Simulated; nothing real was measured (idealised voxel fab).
The following is a process module called voxel plated lines.
Cross-section cut spans 235 nm and uses square cells 5 nm in size.
In what follows, cross-sections appear as grids of square cells, described through bands that run from the top down, where every band is one or more rows of cells. Quick guide to a band line: top height, bottom height (nm) up front; then every material left to right with its width in nm. Only one material and it's marked "edge to edge"? Then it fills the band edge to edge. And "air" just means empty space. Heights are reckoned from 0. Under this level, the received wafer is all of one material. The bottommost band is open-ended downward, for example "top 0, no bottom". A two-number width, for instance "30..40", indicates that the width is equal to the first number in the top row of the band and to the second number in the bottom row, and that it changes by a constant amount per row of cells. You'll sometimes find "no modifications" written for a step, and that's the way of saying that nowhere in the cross-section did a cell change during that step. Voids not open to the top, 8 cells minimum: see "Entrapped voids". Written width x height at distance; distance is from the left edge; nm. Note: text after step settings on the step line = simulator remark on that step. "overlay nm", when on a step's line for a step with a mask, measures how far to the right of its planned place the mask lay; a negative measure means to the left.

Intended process steps:
1 RECEIVE with material Si
2 CONFORMAL_DEP with material SiO2, thk nm 15
3 DIRECTIONAL_DEP with material TiN, thk nm 5
4 PATTERN with tone open, mask id LINES, material resist, width nm 25, pitch nm 45, thk nm 20, overlay nm 0
5 EPI with material Ru, thk nm 10
6 STRIP with etch materials resist
7 DIRECTIONAL_ETCH with etch materials TiN, depth nm 5
8 CONFORMAL_DEP with material SiO2, thk nm 5

first wafer, as planned:

Step 1 complete: cross-section of the wafer as received:
top 0, no bottom | Si edge to edge
Entrapped voids: none

Cross-section of the wafer subsequent to step 2:
top 15, bottom 0 | SiO2 edge to edge
Whatever lies below 0 is exactly as it was before.

Cross-section of the wafer subsequent to step 3:
top 20, bottom 15 | TiN edge to edge
Whatever lies below 15 is exactly as it was before.

Cross-section of the wafer subsequent to step 4:
top 40, bottom 20 | resist: 60 | air: 25 | resist: 20 | air: 25 | resist: 20 | air: 25 | resist: 60
Whatever lies below 20 is exactly as it was before.

Cross-section of the wafer subsequent to step 5:
top 40, bottom 30 | resist: 60 | air: 25 | resist: 20 | air: 25 | resist: 20 | air: 25 | resist: 60
top 30, bottom 20 | resist: 60 | Ru: 25 | resist: 20 | Ru: 25 | resist: 20 | Ru: 25 | resist: 60
Whatever lies below 20 is exactly as it was before.

Cross-section of the wafer subsequent to step 6:
top 30, bottom 20 | air: 60 | Ru: 25 | air: 20 | Ru: 25 | air: 20 | Ru: 25 | air: 60
Whatever lies below 20 is exactly as it was before.

Cross-section of the wafer subsequent to step 7:
top 30, bottom 20 | air: 60 | Ru: 25 | air: 20 | Ru: 25 | air: 20 | Ru: 25 | air: 60
top 20, bottom 15 | air: 60 | TiN: 25 | air: 20 | TiN: 25 | air: 20 | TiN: 25 | air: 60
Whatever lies below 15 is exactly as it was before.

Cross-section of the wafer subsequent to step 8:
top 35, bottom 30 | air: 55 | SiO2: 35 | air: 10 | SiO2: 35 | air: 10 | SiO2: 35 | air: 55
top 30, bottom 20 | air: 55 | SiO2: 5 | Ru: 25 | SiO2: 5 | air: 10 | SiO2: 5 | Ru: 25 | SiO2: 5 | air: 10 | SiO2: 5 | Ru: 25 | SiO2: 5 | air: 55
top 20, bottom 15 | SiO2: 60 | TiN: 25 | SiO2: 20 | TiN: 25 | SiO2: 20 | TiN: 25 | SiO2: 60
Whatever lies below 15 is exactly as it was before.

Second wafer: same start and same plan as the first, one execution error; identical to the first through step 1:

Cross-section of the second wafer at the time by which step 2 should have been completed according to the plan: no modifications

Cross-section of the second wafer at the time by which step 3 should have been completed according to the plan:
top 5, bottom 0 | TiN edge to edge
Whatever lies below 0 is exactly as it was before.

Cross-section of the second wafer at the time by which step 4 should have been completed according to the plan:
top 25, bottom 5 | resist: 60 | air: 25 | resist: 20 | air: 25 | resist: 20 | air: 25 | resist: 60
Whatever lies below 5 is exactly as it was before.

Cross-section of the second wafer at the time by which step 5 should have been completed according to the plan:
top 25, bottom 15 | resist: 60 | air: 25 | resist: 20 | air: 25 | resist: 20 | air: 25 | resist: 60
top 15, bottom 5 | resist: 60 | Ru: 25 | resist: 20 | Ru: 25 | resist: 20 | Ru: 25 | resist: 60
Whatever lies below 5 is exactly as it was before.

Cross-section of the second wafer at the time by which step 6 should have been completed according to the plan:
top 15, bottom 5 | air: 60 | Ru: 25 | air: 20 | Ru: 25 | air: 20 | Ru: 25 | air: 60
Whatever lies below 5 is exactly as it was before.

Cross-section of the second wafer at the time by which step 7 should have been completed according to the plan:
top 15, bottom 5 | air: 60 | Ru: 25 | air: 20 | Ru: 25 | air: 20 | Ru: 25 | air: 60
top 5, bottom 0 | air: 60 | TiN: 25 | air: 20 | TiN: 25 | air: 20 | TiN: 25 | air: 60
Whatever lies below 0 is exactly as it was before.

Cross-section of the second wafer at the time by which step 8 should have been completed according to the plan:
top 20, bottom 15 | air: 55 | SiO2: 35 | air: 10 | SiO2: 35 | air: 10 | SiO2: 35 | air: 55
top 15, bottom 5 | air: 55 | SiO2: 5 | Ru: 25 | SiO2: 5 | air: 10 | SiO2: 5 | Ru: 25 | SiO2: 5 | air: 10 | SiO2: 5 | Ru: 25 | SiO2: 5 | air: 55
top 5, bottom 0 | SiO2: 60 | TiN: 25 | SiO2: 20 | TiN: 25 | SiO2: 20 | TiN: 25 | SiO2: 60
Whatever lies below 0 is exactly as it was before.
Diagnosis: execution of step 2 of the plan did not take place, the step having been omitted
FYI, end of process, the second wafer has more or fewer cells of some materials than the first: SiO2 -141
